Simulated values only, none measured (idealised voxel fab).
The name of this process module is voxel released beams.
cross-section cut | 225 nm wide | cells 5 nm
Cross-section spec: square-cell grid; bands listed top down; each band is one or more rows. Band: top and bottom heights (nm) first, top before bottom; then materials from left to right, widths in nm. "full width" marks a sole material filling the band edge to edge. "blank" denotes empty space. Ref level 0: as-received wafer is one material below here. Bottom band extends down with no lower bound ("0 down"). Quick explanation for "30..40": the width changes in equal steps down the rows of cells, from the first number in the band's top row to the second number in its bottom row. Basically "no alteration" means that step didn't change any cell in the cross-section. Any empty space of 8 cells or more lacking an open way to the top shows up in "Closed void roster" as width x height at distance, distance from the left edge, in nm. Formally, on a step line, whatever follows the settings is a remark that the simulator itself makes on the step. "overlay nm" on a masked step: distance the mask lay right of its planned place, negative for left.
-- Process steps (planned)
1: RECEIVE (material Si)
2: CONFORMAL_DEP (material Al2O3; thk nm 5)
3: DIRECTIONAL_DEP (material SiO2; thk nm 15)
4: DIRECTIONAL_DEP (material aC; thk nm 10)
5: PATTERN (tone open; mask id ANCHOR; material resist; width nm 30; thk nm 25; overlay nm 0)
6: DIRECTIONAL_ETCH (etch materials aC; depth nm 10)
7: STRIP (etch materials resist)
8: DIRECTIONAL_ETCH (etch materials SiO2; depth nm 15)
9: STRIP (etch materials aC)
10: CONFORMAL_DEP (material W; thk nm 10)
11: DIRECTIONAL_DEP (material aC; thk nm 15)
12: PATTERN (tone cover; mask id BEAM; material resist; width nm 95; thk nm 30; overlay nm 0)
13: DIRECTIONAL_ETCH (etch materials aC; depth nm 15)
14: STRIP (etch materials resist)
15: DIRECTIONAL_ETCH (etch materials W; depth nm 10)
16: STRIP (etch materials aC)
17: STRIP (etch materials SiO2)
-- Wafer at receipt (post step 1), cross-section
  0 down | Si full width
  Closed void roster: none
-- End-of-module cross-section of the first of two wafers, processed as planned
  30 to 20 | blank 60 nm, W 15 nm, blank 10 nm, W 70 nm, blank 70 nm
  20 to 15 | blank 65 nm, W 10 nm, blank 10 nm, W 10 nm, blank 130 nm
  15 to 5 | blank 65 nm, W 30 nm, blank 130 nm
  5 to 0 | Al2O3 full width
  0 down | Si full width
  Closed void roster: none
-- Now the second wafer, cross-sectioned at the end of the module. Nothing different at the start, nothing different in the plan compared with the first, just one mistake when it was actually run
  30 to 20 | blank 70 nm, W 5 nm, blank 10 nm, W 80 nm, blank 60 nm
  20 to 15 | blank 65 nm, W 10 nm, blank 10 nm, W 10 nm, blank 130 nm
  15 to 5 | blank 65 nm, W 30 nm, blank 130 nm
  5 to 0 | Al2O3 full width
  0 down | Si full width
  Closed void roster: none
Processing error: for step 12, the planned setting was not used; the step was instead run as PATTERN (tone cover; mask id BEAM; material resist; width nm 95; thk nm 30; overlay nm 10)
Final wafers compared: equal cell tally per material, rearranged layout.
